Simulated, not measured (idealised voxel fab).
Process module in this document: voxel capacitor over wiring
Square cell edge 5 nm, section width 165 nm, ID cut.
Format of a cross-section: grid, square cells. Given as bands. Order: top down. Band: one or more rows of cells. Each band's line starts with the height of the band's top and of its bottom, in nm. Then come its materials from left to right, each with its width in nm. One material with "edge to edge" fills the band from edge to edge. "empty" is empty space. Convention: height 0 is the level below which the wafer, as received, is all one material. The lowest band does not terminate at the bottom but continues downward, represented as "from 0 down". Width spec "30->40" -> top row of cells at first value, bottom row at second value, equal per-row change in between. Any step labelled "identical to before" changed none of the cells in the cross-section. "Sealed internal cavities" specifies each empty space that is not open to the top and that occupies no fewer than 8 cells, using the form width x height at distance, the distance measured from the left edge and all three quantities in nm. If you see something after the settings on a step's line, that's the simulator's own remark about that step. The optional step-line setting "overlay nm" applies to steps with a mask and quantifies how far to the right of its planned location the mask lay, a negative value indicating leftward placement.

### Set out below are the planned steps of the process
1) RECEIVE,material Si
2) CONFORMAL_DEP,material SiO2,thk nm 15
3) CONFORMAL_DEP,material SiN,thk nm 5
4) DIRECTIONAL_DEP,material SiO2,thk nm 25
5) PATTERN,tone open,mask id METAL_1,material resist,width nm 20,pitch nm 75,thk nm 20,overlay nm 0
6) DIRECTIONAL_ETCH,etch materials SiO2,depth nm 25
7) DIRECTIONAL_ETCH,etch materials SiN,depth nm 5
8) STRIP,etch materials resist
9) CONFORMAL_DEP,material TiN,thk nm 5
10) FILL_DEP,material Ru,thk nm 5
11) CMP,height nm 45
12) EPI,material Ru,thk nm 5
13) FILL_DEP,material SiCN,thk nm 5
14) DIRECTIONAL_DEP,material SiO2,thk nm 20
15) MASKED_ETCH,tone open,mask id PLUG_1,width nm 15,etch materials SiO2,depth nm 20,overlay nm 0
16) MASKED_ETCH,tone open,mask id PLUG_1,width nm 15,etch materials SiCN,depth nm 5,overlay nm 0
17) EPI,material Ru,thk nm 10
18) EPI,material Ru,thk nm 10
19) EPI,material Ru,thk nm 5
20) DIRECTIONAL_DEP,material TiN,thk nm 5
21) DIRECTIONAL_DEP,material SiN,thk nm 5
22) DIRECTIONAL_DEP,material TiN,thk nm 5
23) DIRECTIONAL_DEP,material aC,thk nm 15
24) PATTERN,tone cover,mask id UPPER_PLATE,material resist,width nm 60,thk nm 30,overlay nm 0
25) DIRECTIONAL_ETCH,etch materials aC,depth nm 15
26) STRIP,etch materials resist
27) DIRECTIONAL_ETCH,etch materials TiN,depth nm 5
28) DIRECTIONAL_ETCH,etch materials SiN,depth nm 5
29) STRIP,etch materials aC
30) MASKED_ETCH,tone cover,mask id LOWER_PLATE,width nm 70,etch materials TiN,depth nm 5,overlay nm 0
31) FILL_DEP,material SiO2,thk nm 20
32) CMP,height nm 105
33) DIRECTIONAL_DEP,material aC,thk nm 15
34) PATTERN,tone open,mask id PLUG_2,material resist,width nm 15,thk nm 35,overlay nm 0
35) DIRECTIONAL_ETCH,etch materials aC,depth nm 15
36) STRIP,etch materials resist
37) DIRECTIONAL_ETCH,etch materials SiO2,depth nm 15
38) STRIP,etch materials aC
39) CONFORMAL_DEP,material TiN,thk nm 5
40) FILL_DEP,material Ru,thk nm 5
41) CMP,height nm 105
42) CONFORMAL_DEP,material SiN,thk nm 5

### Below: the first of two wafers, run as planned

### Incoming wafer in cross-section (state: after step 1)
  from 0 down: Si edge to edge
  Sealed internal cavities: none

### The following cross-section depicts the wafer upon completion of step 2
  from 15 to 0: SiO2 edge to edge
  Whatever lies below 0 is exactly as it was before.

### The following cross-section depicts the wafer upon completion of step 3
  from 20 to 15: SiN edge to edge
  Whatever lies below 15 is exactly as it was before.

### The following cross-section depicts the wafer upon completion of step 4
  from 45 to 20: SiO2 edge to edge
  Whatever lies below 20 is exactly as it was before.

### The following cross-section depicts the wafer upon completion of step 5
  from 65 to 45: resist (35), empty (20), resist (55), empty (20), resist (35)
  Whatever lies below 45 is exactly as it was before.

### The following cross-section depicts the wafer upon completion of step 6
  from 65 to 45: resist (35), empty (20), resist (55), empty (20), resist (35)
  from 45 to 20: SiO2 (35), empty (20), SiO2 (55), empty (20), SiO2 (35)
  Whatever lies below 20 is exactly as it was before.

### The following cross-section depicts the wafer upon completion of step 7
  from 65 to 45: resist (35), empty (20), resist (55), empty (20), resist (35)
  from 45 to 20: SiO2 (35), empty (20), SiO2 (55), empty (20), SiO2 (35)
  from 20 to 15: SiN (35), empty (20), SiN (55), empty (20), SiN (35)
  Whatever lies below 15 is exactly as it was before.

### The following cross-section depicts the wafer upon completion of step 8
  from 45 to 20: SiO2 (35), empty (20), SiO2 (55), empty (20), SiO2 (35)
  Whatever lies below 20 is exactly as it was before.

### The following cross-section depicts the wafer upon completion of step 9
  from 50 to 45: TiN (40), empty (10), TiN (65), empty (10), TiN (40)
  from 45 to 20: SiO2 (35), TiN (5), empty (10), TiN (5), SiO2 (55), TiN (5), empty (10), TiN (5), SiO2 (35)
  from 20 to 15: SiN (35), TiN (20), SiN (55), TiN (20), SiN (35)
  Whatever lies below 15 is exactly as it was before.

### The following cross-section depicts the wafer upon completion of step 10
  from 55 to 50: Ru edge to edge
  from 50 to 45: TiN (40), Ru (10), TiN (65), Ru (10), TiN (40)
  from 45 to 20: SiO2 (35), TiN (5), Ru (10), TiN (5), SiO2 (55), TiN (5), Ru (10), TiN (5), SiO2 (35)
  Whatever lies below 20 is exactly as it was before.

### The following cross-section depicts the wafer upon completion of step 11
  from 45 to 20: SiO2 (35), TiN (5), Ru (10), TiN (5), SiO2 (55), TiN (5), Ru (10), TiN (5), SiO2 (35)
  Whatever lies below 20 is exactly as it was before.

### The following cross-section depicts the wafer upon completion of step 12
  from 50 to 45: empty (30), Ru (30), empty (45), Ru (30), empty (30)
  Whatever lies below 45 is exactly as it was before.

### The following cross-section depicts the wafer upon completion of step 13
  from 55 to 50: SiCN edge to edge
  from 50 to 45: SiCN (30), Ru (30), SiCN (45), Ru (30), SiCN (30)
  Whatever lies below 45 is exactly as it was before.

### The following cross-section depicts the wafer upon completion of step 14
  from 75 to 55: SiO2 edge to edge
  Whatever lies below 55 is exactly as it was before.

### The following cross-section depicts the wafer upon completion of step 15
  from 75 to 55: SiO2 (40), empty (15), SiO2 (110)
  Whatever lies below 55 is exactly as it was before.

### The following cross-section depicts the wafer upon completion of step 16
  from 75 to 55: SiO2 (40), empty (15), SiO2 (110)
  from 55 to 50: SiCN (40), empty (15), SiCN (110)
  Whatever lies below 50 is exactly as it was before.

### The following cross-section depicts the wafer upon completion of step 17
  from 75 to 60: SiO2 (40), empty (15), SiO2 (110)
  from 60 to 55: SiO2 (40), Ru (15), SiO2 (110)
  from 55 to 50: SiCN (40), Ru (15), SiCN (110)
  Whatever lies below 50 is exactly as it was before.

### The following cross-section depicts the wafer upon completion of step 18
  from 75 to 70: SiO2 (40), empty (15), SiO2 (110)
  from 70 to 55: SiO2 (40), Ru (15), SiO2 (110)
  Whatever lies below 55 is exactly as it was before.

### The following cross-section depicts the wafer upon completion of step 19
  from 75 to 55: SiO2 (40), Ru (15), SiO2 (110)
  Whatever lies below 55 is exactly as it was before.

### The following cross-section depicts the wafer upon completion of step 20
  from 80 to 75: TiN edge to edge
  Whatever lies below 75 is exactly as it was before.

### The following cross-section depicts the wafer upon completion of step 21
  from 85 to 80: SiN edge to edge
  Whatever lies below 80 is exactly as it was before.

### The following cross-section depicts the wafer upon completion of step 22
  from 90 to 85: TiN edge to edge
  Whatever lies below 85 is exactly as it was before.

### The following cross-section depicts the wafer upon completion of step 23
  from 105 to 90: aC edge to edge
  Whatever lies below 90 is exactly as it was before.

### The following cross-section depicts the wafer upon completion of step 24
  from 135 to 105: empty (40), resist (60), empty (65)
  Whatever lies below 105 is exactly as it was before.

### The following cross-section depicts the wafer upon completion of step 25
  from 120 to 105: empty (40), resist (60), empty (65)
  from 105 to 90: empty (40), aC (60), empty (65)
  Whatever lies below 90 is exactly as it was before.

### The following cross-section depicts the wafer upon completion of step 26
  from 105 to 90: empty (40), aC (60), empty (65)
  Whatever lies below 90 is exactly as it was before.

### The following cross-section depicts the wafer upon completion of step 27
  from 105 to 90: empty (40), aC (60), empty (65)
  from 90 to 85: empty (40), TiN (60), empty (65)
  Whatever lies below 85 is exactly as it was before.

### The following cross-section depicts the wafer upon completion of step 28
  from 105 to 90: empty (40), aC (60), empty (65)
  from 90 to 85: empty (40), TiN (60), empty (65)
  from 85 to 80: empty (40), SiN (60), empty (65)
  Whatever lies below 80 is exactly as it was before.

### The following cross-section depicts the wafer upon completion of step 29
  from 90 to 85: empty (40), TiN (60), empty (65)
  Whatever lies below 85 is exactly as it was before.

### The following cross-section depicts the wafer upon completion of step 30
  from 90 to 85: empty (40), TiN (60), empty (65)
  from 85 to 80: empty (40), SiN (60), empty (65)
  from 80 to 75: empty (35), TiN (70), empty (60)
  Whatever lies below 75 is exactly as it was before.

### The following cross-section depicts the wafer upon completion of step 31
  from 110 to 90: SiO2 edge to edge
  from 90 to 85: SiO2 (40), TiN (60), SiO2 (65)
  from 85 to 80: SiO2 (40), SiN (60), SiO2 (65)
  from 80 to 75: SiO2 (35), TiN (70), SiO2 (60)
  Whatever lies below 75 is exactly as it was before.

### The following cross-section depicts the wafer upon completion of step 32
  from 105 to 90: SiO2 edge to edge
  Whatever lies below 90 is exactly as it was before.

### The following cross-section depicts the wafer upon completion of step 33
  from 120 to 105: aC edge to edge
  Whatever lies below 105 is exactly as it was before.

### The following cross-section depicts the wafer upon completion of step 34
  from 155 to 120: resist (50), empty (15), resist (100)
  Whatever lies below 120 is exactly as it was before.

### The following cross-section depicts the wafer upon completion of step 35
  from 140 to 120: resist (50), empty (15), resist (100)
  from 120 to 105: aC (50), empty (15), aC (100)
  Whatever lies below 105 is exactly as it was before.

### The following cross-section depicts the wafer upon completion of step 36
  from 120 to 105: aC (50), empty (15), aC (100)
  Whatever lies below 105 is exactly as it was before.

### The following cross-section depicts the wafer upon completion of step 37
  from 120 to 105: aC (50), empty (15), aC (100)
  from 105 to 90: SiO2 (50), empty (15), SiO2 (100)
  Whatever lies below 90 is exactly as it was before.

### The following cross-section depicts the wafer upon completion of step 38
  from 105 to 90: SiO2 (50), empty (15), SiO2 (100)
  Whatever lies below 90 is exactly as it was before.

### The following cross-section depicts the wafer upon completion of step 39
  from 110 to 105: TiN (55), empty (5), TiN (105)
  from 105 to 95: SiO2 (50), TiN (5), empty (5), TiN (5), SiO2 (100)
  from 95 to 85: SiO2 (50->40), TiN (15->60), SiO2 (100->65)
  Whatever lies below 85 is exactly as it was before.

### The following cross-section depicts the wafer upon completion of step 40
  from 115 to 110: Ru edge to edge
  from 110 to 105: TiN (55), Ru (5), TiN (105)
  from 105 to 95: SiO2 (50), TiN (5), Ru (5), TiN (5), SiO2 (100)
  Whatever lies below 95 is exactly as it was before.

### The following cross-section depicts the wafer upon completion of step 41
  from 105 to 95: SiO2 (50), TiN (5), Ru (5), TiN (5), SiO2 (100)
  Whatever lies below 95 is exactly as it was before.

### The following cross-section depicts the wafer upon completion of step 42
  from 110 to 105: SiN edge to edge
  Whatever lies below 105 is exactly as it was before.

### For the second wafer, take the first wafer's start and plan, then add one mistake made in running it; everything through step 20, that step included, is shared with the first

### X-section, second wafer, when step 21 was due to finish
  from 85 to 75: TiN edge to edge
  Whatever lies below 75 is exactly as it was before.

### X-section, second wafer, when step 22 was due to finish
  from 90 to 85: SiN edge to edge
  Whatever lies below 85 is exactly as it was before.

### X-section, second wafer, when step 23 was due to finish
  from 105 to 90: aC edge to edge
  Whatever lies below 90 is exactly as it was before.

### X-section, second wafer, when step 24 was due to finish
  from 135 to 105: empty (40), resist (60), empty (65)
  Whatever lies below 105 is exactly as it was before.

### X-section, second wafer, when step 25 was due to finish
  from 120 to 105: empty (40), resist (60), empty (65)
  from 105 to 90: empty (40), aC (60), empty (65)
  Whatever lies below 90 is exactly as it was before.

### X-section, second wafer, when step 26 was due to finish
  from 105 to 90: empty (40), aC (60), empty (65)
  Whatever lies below 90 is exactly as it was before.

X-section, second wafer, when step 27 was due to finish: identical to before

### X-section, second wafer, when step 28 was due to finish
  from 105 to 90: empty (40), aC (60), empty (65)
  from 90 to 85: empty (40), SiN (60), empty (65)
  Whatever lies below 85 is exactly as it was before.

### X-section, second wafer, when step 29 was due to finish
  from 90 to 85: empty (40), SiN (60), empty (65)
  Whatever lies below 85 is exactly as it was before.

### X-section, second wafer, when step 30 was due to finish
  from 90 to 85: empty (40), SiN (60), empty (65)
  from 85 to 80: empty (35), TiN (70), empty (60)
  Whatever lies below 80 is exactly as it was before.

### X-section, second wafer, when step 31 was due to finish
  from 110 to 90: SiO2 edge to edge
  from 90 to 85: SiO2 (40), SiN (60), SiO2 (65)
  from 85 to 80: SiO2 (35), TiN (70), SiO2 (60)
  Whatever lies below 80 is exactly as it was before.

### X-section, second wafer, when step 32 was due to finish
  from 105 to 90: SiO2 edge to edge
  Whatever lies below 90 is exactly as it was before.

### X-section, second wafer, when step 33 was due to finish
  from 120 to 105: aC edge to edge
  Whatever lies below 105 is exactly as it was before.

### X-section, second wafer, when step 34 was due to finish
  from 155 to 120: resist (50), empty (15), resist (100)
  Whatever lies below 120 is exactly as it was before.

### X-section, second wafer, when step 35 was due to finish
  from 140 to 120: resist (50), empty (15), resist (100)
  from 120 to 105: aC (50), empty (15), aC (100)
  Whatever lies below 105 is exactly as it was before.

### X-section, second wafer, when step 36 was due to finish
  from 120 to 105: aC (50), empty (15), aC (100)
  Whatever lies below 105 is exactly as it was before.

### X-section, second wafer, when step 37 was due to finish
  from 120 to 105: aC (50), empty (15), aC (100)
  from 105 to 90: SiO2 (50), empty (15), SiO2 (100)
  Whatever lies below 90 is exactly as it was before.

### X-section, second wafer, when step 38 was due to finish
  from 105 to 90: SiO2 (50), empty (15), SiO2 (100)
  Whatever lies below 90 is exactly as it was before.

### X-section, second wafer, when step 39 was due to finish
  from 110 to 105: TiN (55), empty (5), TiN (105)
  from 105 to 95: SiO2 (50), TiN (5), empty (5), TiN (5), SiO2 (100)
  from 95 to 90: SiO2 (50), TiN (15), SiO2 (100)
  Whatever lies below 90 is exactly as it was before.

### X-section, second wafer, when step 40 was due to finish
  from 115 to 110: Ru edge to edge
  from 110 to 105: TiN (55), Ru (5), TiN (105)
  from 105 to 95: SiO2 (50), TiN (5), Ru (5), TiN (5), SiO2 (100)
  Whatever lies below 95 is exactly as it was before.

### X-section, second wafer, when step 41 was due to finish
  from 105 to 95: SiO2 (50), TiN (5), Ru (5), TiN (5), SiO2 (100)
  Whatever lies below 95 is exactly as it was before.

### X-section, second wafer, when step 42 was due to finish
  from 110 to 105: SiN edge to edge
  Whatever lies below 105 is exactly as it was before.
Where did the run depart from the plan? swap of plan steps 21 and 22 during execution
Bottom line after processing is that, in cells, the second wafer is up or down on some materials versus the first: SiO2 -21 | TiN +21
